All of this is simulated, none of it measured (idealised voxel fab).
Process module, titled voxel capacitor over wiring
Displayed cross-section: cut, width of 200 nm, square cells sized 5 nm.
Cross-section format: a grid of square cells, given as bands from top to bottom; each band is one or more rows of cells.
Band entry format. Leading values: height of top, height of bottom, nm. Remainder: materials in left-to-right order, each with its width in nm. Special words: "everywhere" on a single material, which then fills the band edge to edge; "empty", empty space.
For the purposes of this specification, 0 denotes the height below which the wafer in its as-received condition is composed wholly of one material, and the lowermost band, lacking a lower limit, extends downward without end, as expressed in "z 0 and below".
When a width is written as two numbers, as in "30..40", the first number is the width in the top row of cells of the band and the second is the width in its bottom row, and the width changes by the same amount from each row to the next.
"no change" -> step changed no cross-section cell.
Under "Enclosed void entries" you'll find the enclosed gaps, the ones with no way out to the top, that are 8 cells or bigger; each reads width x height at distance, with distance counted from the left edge, everything in nm.
Post-settings text on a step line: simulator's own remark regarding the step.
Among the settings permitted on a step's line is "overlay nm"; applied to a step with a mask, it specifies the extent to which the mask lay to the right of its planned position, whereas a negative figure signifies a position to the left.
## plan
1: RECEIVE with material Si
2: CONFORMAL_DEP with material SiO2, thk nm 10
3: DIRECTIONAL_DEP with material TiN, thk nm 5
4: DIRECTIONAL_DEP with material W, thk nm 25
5: MASKED_ETCH with tone cover, mask id METAL_1, width nm 25, pitch nm 95, etch materials W, depth nm 25, overlay nm 0
6: MASKED_ETCH with tone cover, mask id METAL_1, width nm 25, pitch nm 95, etch materials TiN, depth nm 5, overlay nm 0
7: FILL_DEP with material SiO2, thk nm 5
8: CMP with height nm 40
9: CONFORMAL_DEP with material SiCN, thk nm 5
10: DIRECTIONAL_DEP with material SiO2, thk nm 20
11: MASKED_ETCH with tone open, mask id PLUG_1, width nm 15, etch materials SiO2, depth nm 20, overlay nm 0
12: MASKED_ETCH with tone open, mask id PLUG_1, width nm 15, etch materials SiCN, depth nm 5, overlay nm 0
13: EPI with material Ru, thk nm 10
14: EPI with material Ru, thk nm 10
15: EPI with material Ru, thk nm 5
16: DIRECTIONAL_DEP with material TiN, thk nm 5
17: DIRECTIONAL_DEP with material HfO2, thk nm 5
18: DIRECTIONAL_DEP with material TiN, thk nm 10
19: PATTERN with tone cover, mask id UPPER_PLATE, material resist, width nm 75, thk nm 20, overlay nm 0
20: DIRECTIONAL_ETCH with etch materials TiN, depth nm 10
21: DIRECTIONAL_ETCH with etch materials HfO2, depth nm 5
22: STRIP with etch materials resist
23: DIRECTIONAL_DEP with material aC, thk nm 10
24: PATTERN with tone cover, mask id LOWER_PLATE, material resist, width nm 85, thk nm 30, overlay nm 0
25: DIRECTIONAL_ETCH with etch materials aC, depth nm 10
26: STRIP with etch materials resist
27: DIRECTIONAL_ETCH with etch materials TiN, depth nm 5
28: STRIP with etch materials aC
29: FILL_DEP with material SiO2, thk nm 20
30: CMP with height nm 100
31: DIRECTIONAL_DEP with material aC, thk nm 10
32: PATTERN with tone open, mask id PLUG_2, material resist, width nm 15, thk nm 30, overlay nm 0
33: DIRECTIONAL_ETCH with etch materials aC, depth nm 10
34: STRIP with etch materials resist
35: DIRECTIONAL_ETCH with etch materials SiO2, depth nm 15
36: STRIP with etch materials aC
37: CONFORMAL_DEP with material TiN, thk nm 5
38: FILL_DEP with material Ru, thk nm 5
39: CMP with height nm 100
40: CONFORMAL_DEP with material SiN, thk nm 5
## Of two wafers, the first: run according to plan
## As-received state of the wafer in cross-section, equivalent to post-step 1
  z 0 and below: Si everywhere
  Enclosed void entries: none
## After step 2, in cross-section
  z 10 to 0: SiO2 everywhere
  Under the height 0 nothing was changed.
## After step 3, in cross-section
  z 15 to 10: TiN everywhere
  Under the height 10 nothing was changed.
## After step 4, in cross-section
  z 40 to 15: W everywhere
  Under the height 15 nothing was changed.
## After step 5, in cross-section
  z 40 to 15: 40 of empty, 25 of W, 70 of empty, 25 of W, 40 of empty
  Under the height 15 nothing was changed.
## After step 6, in cross-section
  z 40 to 15: 40 of empty, 25 of W, 70 of empty, 25 of W, 40 of empty
  z 15 to 10: 40 of empty, 25 of TiN, 70 of empty, 25 of TiN, 40 of empty
  Under the height 10 nothing was changed.
## After step 7, in cross-section
  z 45 to 40: SiO2 everywhere
  z 40 to 15: 40 of SiO2, 25 of W, 70 of SiO2, 25 of W, 40 of SiO2
  z 15 to 10: 40 of SiO2, 25 of TiN, 70 of SiO2, 25 of TiN, 40 of SiO2
  Under the height 10 nothing was changed.
## After step 8, in cross-section
  z 40 to 15: 40 of SiO2, 25 of W, 70 of SiO2, 25 of W, 40 of SiO2
  Under the height 15 nothing was changed.
## After step 9, in cross-section
  z 45 to 40: SiCN everywhere
  Under the height 40 nothing was changed.
## After step 10, in cross-section
  z 65 to 45: SiO2 everywhere
  Under the height 45 nothing was changed.
## After step 11, in cross-section
  z 65 to 45: 50 of SiO2, 15 of empty, 135 of SiO2
  Under the height 45 nothing was changed.
## After step 12, in cross-section
  z 65 to 45: 50 of SiO2, 15 of empty, 135 of SiO2
  z 45 to 40: 50 of SiCN, 15 of empty, 135 of SiCN
  Under the height 40 nothing was changed.
## After step 13, in cross-section
  z 65 to 50: 50 of SiO2, 15 of empty, 135 of SiO2
  z 50 to 45: 50 of SiO2, 15 of Ru, 135 of SiO2
  z 45 to 40: 50 of SiCN, 15 of Ru, 135 of SiCN
  Under the height 40 nothing was changed.
## After step 14, in cross-section
  z 65 to 60: 50 of SiO2, 15 of empty, 135 of SiO2
  z 60 to 45: 50 of SiO2, 15 of Ru, 135 of SiO2
  Under the height 45 nothing was changed.
## After step 15, in cross-section
  z 65 to 45: 50 of SiO2, 15 of Ru, 135 of SiO2
  Under the height 45 nothing was changed.
## After step 16, in cross-section
  z 70 to 65: TiN everywhere
  Under the height 65 nothing was changed.
## After step 17, in cross-section
  z 75 to 70: HfO2 everywhere
  Under the height 70 nothing was changed.
## After step 18, in cross-section
  z 85 to 75: TiN everywhere
  Under the height 75 nothing was changed.
## After step 19, in cross-section
  z 105 to 85: 50 of empty, 75 of resist, 75 of empty
  Under the height 85 nothing was changed.
## After step 20, in cross-section
  z 105 to 85: 50 of empty, 75 of resist, 75 of empty
  z 85 to 75: 50 of empty, 75 of TiN, 75 of empty
  Under the height 75 nothing was changed.
## After step 21, in cross-section
  z 105 to 85: 50 of empty, 75 of resist, 75 of empty
  z 85 to 75: 50 of empty, 75 of TiN, 75 of empty
  z 75 to 70: 50 of empty, 75 of HfO2, 75 of empty
  Under the height 70 nothing was changed.
## After step 22, in cross-section
  z 85 to 75: 50 of empty, 75 of TiN, 75 of empty
  Under the height 75 nothing was changed.
## After step 23, in cross-section
  z 95 to 85: 50 of empty, 75 of aC, 75 of empty
  z 85 to 80: 50 of empty, 75 of TiN, 75 of empty
  z 80 to 75: 50 of aC, 75 of TiN, 75 of aC
  z 75 to 70: 50 of aC, 75 of HfO2, 75 of aC
  Under the height 70 nothing was changed.
## After step 24, in cross-section
  z 125 to 95: 45 of empty, 85 of resist, 70 of empty
  z 95 to 85: 45 of empty, 5 of resist, 75 of aC, 5 of resist, 70 of empty
  z 85 to 80: 45 of empty, 5 of resist, 75 of TiN, 5 of resist, 70 of empty
  Under the height 80 nothing was changed.
## After step 25, in cross-section
  z 115 to 95: 45 of empty, 85 of resist, 70 of empty
  z 95 to 85: 45 of empty, 5 of resist, 75 of aC, 5 of resist, 70 of empty
  z 85 to 80: 45 of empty, 5 of resist, 75 of TiN, 5 of resist, 70 of empty
  z 80 to 75: 45 of empty, 5 of aC, 75 of TiN, 5 of aC, 70 of empty
  z 75 to 70: 45 of empty, 5 of aC, 75 of HfO2, 5 of aC, 70 of empty
  Under the height 70 nothing was changed.
## After step 26, in cross-section
  z 95 to 85: 50 of empty, 75 of aC, 75 of empty
  z 85 to 80: 50 of empty, 75 of TiN, 75 of empty
  Under the height 80 nothing was changed.
## After step 27, in cross-section
  z 95 to 85: 50 of empty, 75 of aC, 75 of empty
  z 85 to 80: 50 of empty, 75 of TiN, 75 of empty
  z 80 to 75: 45 of empty, 5 of aC, 75 of TiN, 5 of aC, 70 of empty
  z 75 to 70: 45 of empty, 5 of aC, 75 of HfO2, 5 of aC, 70 of empty
  z 70 to 65: 45 of empty, 85 of TiN, 70 of empty
  Under the height 65 nothing was changed.
## After step 28, in cross-section
  z 85 to 75: 50 of empty, 75 of TiN, 75 of empty
  z 75 to 70: 50 of empty, 75 of HfO2, 75 of empty
  Under the height 70 nothing was changed.
## After step 29, in cross-section
  z 105 to 85: SiO2 everywhere
  z 85 to 75: 50 of SiO2, 75 of TiN, 75 of SiO2
  z 75 to 70: 50 of SiO2, 75 of HfO2, 75 of SiO2
  z 70 to 65: 45 of SiO2, 85 of TiN, 70 of SiO2
  Under the height 65 nothing was changed.
## After step 30, in cross-section
  z 100 to 85: SiO2 everywhere
  Under the height 85 nothing was changed.
## After step 31, in cross-section
  z 110 to 100: aC everywhere
  Under the height 100 nothing was changed.
## After step 32, in cross-section
  z 140 to 110: 60 of resist, 15 of empty, 125 of resist
  Under the height 110 nothing was changed.
## After step 33, in cross-section
  z 130 to 110: 60 of resist, 15 of empty, 125 of resist
  z 110 to 100: 60 of aC, 15 of empty, 125 of aC
  Under the height 100 nothing was changed.
## After step 34, in cross-section
  z 110 to 100: 60 of aC, 15 of empty, 125 of aC
  Under the height 100 nothing was changed.
## After step 35, in cross-section
  z 110 to 100: 60 of aC, 15 of empty, 125 of aC
  z 100 to 85: 60 of SiO2, 15 of empty, 125 of SiO2
  Under the height 85 nothing was changed.
## After step 36, in cross-section
  z 100 to 85: 60 of SiO2, 15 of empty, 125 of SiO2
  Under the height 85 nothing was changed.
## After step 37, in cross-section
  z 105 to 100: 65 of TiN, 5 of empty, 130 of TiN
  z 100 to 90: 60 of SiO2, 5 of TiN, 5 of empty, 5 of TiN, 125 of SiO2
  z 90 to 85: 60 of SiO2, 15 of TiN, 125 of SiO2
  Under the height 85 nothing was changed.
## After step 38, in cross-section
  z 110 to 105: Ru everywhere
  z 105 to 100: 65 of TiN, 5 of Ru, 130 of TiN
  z 100 to 90: 60 of SiO2, 5 of TiN, 5 of Ru, 5 of TiN, 125 of SiO2
  Under the height 90 nothing was changed.
## After step 39, in cross-section
  z 100 to 90: 60 of SiO2, 5 of TiN, 5 of Ru, 5 of TiN, 125 of SiO2
  Under the height 90 nothing was changed.
## After step 40, in cross-section
  z 105 to 100: SiN everywhere
  Under the height 100 nothing was changed.
## Wafer two. Same start, same plan, one slip in execution. Same as wafer one through step 12, inclusive
## Look at the second wafer in cross-section at the time step 14 ought to have finished
  z 70 to 65: 45 of empty, 25 of Ru, 130 of empty
  z 65 to 45: 50 of SiO2, 15 of Ru, 135 of SiO2
  z 45 to 40: 50 of SiCN, 15 of Ru, 135 of SiCN
  Under the height 40 nothing was changed.
## Look at the second wafer in cross-section at the time step 15 ought to have finished
  z 75 to 65: 40 of empty, 35 of Ru, 125 of empty
  Under the height 65 nothing was changed.
## Look at the second wafer in cross-section at the time step 16 ought to have finished
  z 80 to 75: 40 of empty, 35 of TiN, 125 of empty
  z 75 to 70: 40 of empty, 35 of Ru, 125 of empty
  z 70 to 65: 40 of TiN, 35 of Ru, 125 of TiN
  Under the height 65 nothing was changed.
## Look at the second wafer in cross-section at the time step 17 ought to have finished
  z 85 to 80: 40 of empty, 35 of HfO2, 125 of empty
  z 80 to 75: 40 of empty, 35 of TiN, 125 of empty
  z 75 to 70: 40 of HfO2, 35 of Ru, 125 of HfO2
  Under the height 70 nothing was changed.
## Look at the second wafer in cross-section at the time step 18 ought to have finished
  z 95 to 85: 40 of empty, 35 of TiN, 125 of empty
  z 85 to 80: 40 of TiN, 35 of HfO2, 125 of TiN
  z 80 to 75: TiN everywhere
  Under the height 75 nothing was changed.
## Look at the second wafer in cross-section at the time step 19 ought to have finished
  z 115 to 95: 50 of empty, 75 of resist, 75 of empty
  z 95 to 85: 40 of empty, 35 of TiN, 50 of resist, 75 of empty
  Under the height 85 nothing was changed.
## Look at the second wafer in cross-section at the time step 20 ought to have finished
  z 115 to 95: 50 of empty, 75 of resist, 75 of empty
  z 95 to 85: 50 of empty, 25 of TiN, 50 of resist, 75 of empty
  z 85 to 80: 40 of empty, 35 of HfO2, 50 of TiN, 75 of empty
  z 80 to 75: 40 of empty, 85 of TiN, 75 of empty
  Under the height 75 nothing was changed.
## Look at the second wafer in cross-section at the time step 21 ought to have finished
  z 115 to 95: 50 of empty, 75 of resist, 75 of empty
  z 95 to 85: 50 of empty, 25 of TiN, 50 of resist, 75 of empty
  z 85 to 80: 50 of empty, 25 of HfO2, 50 of TiN, 75 of empty
  z 80 to 75: 40 of empty, 85 of TiN, 75 of empty
  z 75 to 70: 40 of empty, 35 of Ru, 50 of HfO2, 75 of empty
  Under the height 70 nothing was changed.
## Look at the second wafer in cross-section at the time step 22 ought to have finished
  z 95 to 85: 50 of empty, 25 of TiN, 125 of empty
  Under the height 85 nothing was changed.
## Look at the second wafer in cross-section at the time step 23 ought to have finished
  z 105 to 95: 50 of empty, 25 of aC, 125 of empty
  z 95 to 90: 50 of empty, 25 of TiN, 50 of aC, 75 of empty
  z 90 to 85: 40 of empty, 10 of aC, 25 of TiN, 50 of aC, 75 of empty
  z 85 to 80: 40 of empty, 10 of aC, 25 of HfO2, 50 of TiN, 75 of empty
  z 80 to 75: 40 of aC, 85 of TiN, 75 of aC
  z 75 to 70: 40 of aC, 35 of Ru, 50 of HfO2, 75 of aC
  Under the height 70 nothing was changed.
## Look at the second wafer in cross-section at the time step 24 ought to have finished
  z 135 to 105: 45 of empty, 85 of resist, 70 of empty
  z 105 to 95: 45 of empty, 5 of resist, 25 of aC, 55 of resist, 70 of empty
  z 95 to 90: 45 of empty, 5 of resist, 25 of TiN, 50 of aC, 5 of resist, 70 of empty
  z 90 to 85: 40 of empty, 10 of aC, 25 of TiN, 50 of aC, 5 of resist, 70 of empty
  z 85 to 80: 40 of empty, 10 of aC, 25 of HfO2, 50 of TiN, 5 of resist, 70 of empty
  Under the height 80 nothing was changed.
## Look at the second wafer in cross-section at the time step 25 ought to have finished
  z 125 to 105: 45 of empty, 85 of resist, 70 of empty
  z 105 to 95: 45 of empty, 5 of resist, 25 of aC, 55 of resist, 70 of empty
  z 95 to 90: 45 of empty, 5 of resist, 25 of TiN, 50 of aC, 5 of resist, 70 of empty
  z 90 to 85: 45 of empty, 5 of aC, 25 of TiN, 50 of aC, 5 of resist, 70 of empty
  z 85 to 80: 45 of empty, 5 of aC, 25 of HfO2, 50 of TiN, 5 of resist, 70 of empty
  z 80 to 75: 40 of empty, 85 of TiN, 5 of aC, 70 of empty
  z 75 to 70: 40 of empty, 35 of Ru, 50 of HfO2, 5 of aC, 70 of empty
  Under the height 70 nothing was changed.
## Look at the second wafer in cross-section at the time step 26 ought to have finished
  z 105 to 95: 50 of empty, 25 of aC, 125 of empty
  z 95 to 90: 50 of empty, 25 of TiN, 50 of aC, 75 of empty
  z 90 to 85: 45 of empty, 5 of aC, 25 of TiN, 50 of aC, 75 of empty
  z 85 to 80: 45 of empty, 5 of aC, 25 of HfO2, 50 of TiN, 75 of empty
  Under the height 80 nothing was changed.
## Look at the second wafer in cross-section at the time step 27 ought to have finished
  z 105 to 95: 50 of empty, 25 of aC, 125 of empty
  z 95 to 90: 50 of empty, 25 of TiN, 50 of aC, 75 of empty
  z 90 to 85: 45 of empty, 5 of aC, 25 of TiN, 50 of aC, 75 of empty
  z 85 to 80: 45 of empty, 5 of aC, 25 of HfO2, 50 of TiN, 75 of empty
  z 80 to 75: 45 of empty, 80 of TiN, 5 of aC, 70 of empty
  z 75 to 70: 40 of empty, 35 of Ru, 50 of HfO2, 5 of aC, 70 of empty
  z 70 to 65: 40 of empty, 35 of Ru, 55 of TiN, 70 of empty
  Under the height 65 nothing was changed.
## Look at the second wafer in cross-section at the time step 28 ought to have finished
  z 95 to 85: 50 of empty, 25 of TiN, 125 of empty
  z 85 to 80: 50 of empty, 25 of HfO2, 50 of TiN, 75 of empty
  z 80 to 75: 45 of empty, 80 of TiN, 75 of empty
  z 75 to 70: 40 of empty, 35 of Ru, 50 of HfO2, 75 of empty
  Under the height 70 nothing was changed.
## Look at the second wafer in cross-section at the time step 29 ought to have finished
  z 115 to 95: SiO2 everywhere
  z 95 to 85: 50 of SiO2, 25 of TiN, 125 of SiO2
  z 85 to 80: 50 of SiO2, 25 of HfO2, 50 of TiN, 75 of SiO2
  z 80 to 75: 45 of SiO2, 80 of TiN, 75 of SiO2
  z 75 to 70: 40 of SiO2, 35 of Ru, 50 of HfO2, 75 of SiO2
  z 70 to 65: 40 of SiO2, 35 of Ru, 55 of TiN, 70 of SiO2
  Under the height 65 nothing was changed.
## Look at the second wafer in cross-section at the time step 30 ought to have finished
  z 100 to 95: SiO2 everywhere
  Under the height 95 nothing was changed.
## Look at the second wafer in cross-section at the time step 31 ought to have finished
  z 110 to 100: aC everywhere
  Under the height 100 nothing was changed.
## Look at the second wafer in cross-section at the time step 32 ought to have finished
  z 140 to 110: 60 of resist, 15 of empty, 125 of resist
  Under the height 110 nothing was changed.
## Look at the second wafer in cross-section at the time step 33 ought to have finished
  z 130 to 110: 60 of resist, 15 of empty, 125 of resist
  z 110 to 100: 60 of aC, 15 of empty, 125 of aC
  Under the height 100 nothing was changed.
## Look at the second wafer in cross-section at the time step 34 ought to have finished
  z 110 to 100: 60 of aC, 15 of empty, 125 of aC
  Under the height 100 nothing was changed.
## Look at the second wafer in cross-section at the time step 35 ought to have finished
  z 110 to 100: 60 of aC, 15 of empty, 125 of aC
  z 100 to 95: 60 of SiO2, 15 of empty, 125 of SiO2
  Under the height 95 nothing was changed.
## Look at the second wafer in cross-section at the time step 36 ought to have finished
  z 100 to 95: 60 of SiO2, 15 of empty, 125 of SiO2
  Under the height 95 nothing was changed.
## Look at the second wafer in cross-section at the time step 37 ought to have finished
  z 105 to 100: 65 of TiN, 5 of empty, 130 of TiN
  z 100 to 95: 60 of SiO2, 15 of TiN, 125 of SiO2
  Under the height 95 nothing was changed.
## Look at the second wafer in cross-section at the time step 38 ought to have finished
  z 110 to 105: Ru everywhere
  z 105 to 100: 65 of TiN, 5 of Ru, 130 of TiN
  Under the height 100 nothing was changed.
## Look at the second wafer in cross-section at the time step 39 ought to have finished
  z 100 to 95: 60 of SiO2, 15 of TiN, 125 of SiO2
  Under the height 95 nothing was changed.
## Look at the second wafer in cross-section at the time step 40 ought to have finished
  z 105 to 100: SiN everywhere
  Under the height 100 nothing was changed.
Which mistake was made when the wafer was run? step run twice: one of 13 and 14 (identical), unknown which
Cell-count delta at end, second wafer over first, by material: +12 Ru | -8 SiO2 | -4 TiN
